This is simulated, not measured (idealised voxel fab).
Proc. module: voxel self aligned contacts
The cross-section shown here is cut; it is 170 nm wide and divided into square cells measuring 5 nm on a side.
For the purposes of this document, a cross-section shall be understood as a grid of square cells, specified as bands listed in top-to-bottom order, each band consisting of one or more rows of cells.
Read a band's entry like this: the first values are the height of its top and the height of its bottom in nm, and what follows is the sequence of materials from left to right, each with its width in nm. Note that "air" is empty space, and that a single material marked "throughout" reaches across the band from edge to edge.
Heights are reckoned from 0. Under this level, the received wafer is all of one material. The bottommost band is open-ended downward, for example "0 and below".
Width: "30->40" (first number = top row, second number = bottom row, same change from row to row of cells).
A step reported as "nothing got changed" is a step in which no cell of the cross-section changed.
If an empty space has no open way to the top and is at least 8 cells in size, "Sealed voids" lists it, written width x height at distance, where distance is measured from the left edge and every value is in nm.
Note: text after step settings on the step line = simulator remark on that step.
"overlay nm" answers the question of how far to the right of plan the mask lay on a step that has a mask, and when it is negative the answer is to the left.
-- Planned step list for the process
step 1: RECEIVE: material Si
step 2: OXIDIZE: depth nm 5
step 3: DIRECTIONAL_DEP: material polySi, thk nm 20
step 4: DIRECTIONAL_DEP: material SiN, thk nm 15
step 5: DIRECTIONAL_DEP: material aC, thk nm 10
step 6: PATTERN: tone cover, mask id GATE, material resist, width nm 35, pitch nm 65, thk nm 25, overlay nm 0
step 7: DIRECTIONAL_ETCH: etch materials aC, depth nm 10
step 8: STRIP: etch materials resist
step 9: DIRECTIONAL_ETCH: etch materials SiN, depth nm 5
step 10: DIRECTIONAL_ETCH: etch materials polySi, depth nm 20
step 11: STRIP: etch materials aC
step 12: CONFORMAL_DEP: material SiN, thk nm 5
step 13: DIRECTIONAL_ETCH: etch materials SiN, depth nm 5
step 14: FILL_DEP: material SiO2, thk nm 15
step 15: CMP: height nm 40
step 16: DIRECTIONAL_DEP: material aC, thk nm 15
step 17: PATTERN: tone open, mask id CONTACT, material resist, width nm 50, thk nm 30, overlay nm 0
step 18: DIRECTIONAL_ETCH: etch materials aC, depth nm 15
step 19: STRIP: etch materials resist
step 20: DIRECTIONAL_ETCH: etch materials SiO2, depth nm 45
step 21: STRIP: etch materials aC
step 22: CONFORMAL_DEP: material TiN, thk nm 5
step 23: FILL_DEP: material W, thk nm 10
step 24: CMP: height nm 40
step 25: CONFORMAL_DEP: material SiCN, thk nm 5
Don't read the plan's depth nm for step 9 as applying to every wafer: that's the first wafer's value, and the wafers differ in it, though they all start identical.
-- first wafer as received, after step 1
* 0 and below  Si throughout
* Sealed voids: none
-- Here's the first of several wafers in cross-section, end of the module, after the last step, step 25
* 45 down to 40  SiCN throughout
* 40 down to 35  60 SiO2  20 TiN  10 W  20 TiN  60 SiO2
* 35 down to 30  30 SiO2  45 SiN  20 TiN  45 SiN  30 SiO2
* 30 down to 20  SiN throughout
* 20 down to 0  polySi throughout
* 0 down to -5  SiO2 throughout
* -5 and below  Si throughout
* Sealed voids: none
-- Cross-section of the final wafer among several, taken at the end of the module
* 45 down to 40  SiCN throughout
* 40 down to 35  60 SiO2  20 TiN  10 W  20 TiN  60 SiO2
* 35 down to 20  30 SiO2  45 SiN  5 TiN  10 W  5 TiN  45 SiN  30 SiO2
* 20 down to 0  30 SiO2  5 SiN  35 polySi  5 SiN  5 TiN  10 W  5 TiN  5 SiN  35 polySi  5 SiN  30 SiO2
* 0 down to -5  75 SiO2  20 TiN  75 SiO2
* -5 and below  Si throughout
* Sealed voids: none
-- Quick key for the table: a row per wafer, taken at the end of the module. For each material it tells you how many cells the wafer gained (+) or lost (-) since it came in, and the closed voids come after
depth nm 5 | -34 Si | +34 SiCN | +86 SiN | +70 SiO2 | +12 TiN | +2 W | +136 polySi | Sealed voids: none
depth nm 10 | -34 Si | +34 SiCN | +70 SiN | +82 SiO2 | +14 TiN | +4 W | +136 polySi | Sealed voids: none
depth nm 15 | -34 Si | +34 SiCN | +70 SiN | +138 SiO2 | +26 TiN | +16 W | +56 polySi | Sealed voids: none
depth nm 20 | -34 Si | +34 SiCN | +70 SiN | +138 SiO2 | +26 TiN | +16 W | +56 polySi | Sealed voids: none
depth nm 25 | -34 Si | +34 SiCN | +70 SiN | +138 SiO2 | +26 TiN | +16 W | +56 polySi | Sealed voids: none
depth nm 30 | -34 Si | +34 SiCN | +70 SiN | +138 SiO2 | +26 TiN | +16 W | +56 polySi | Sealed voids: none
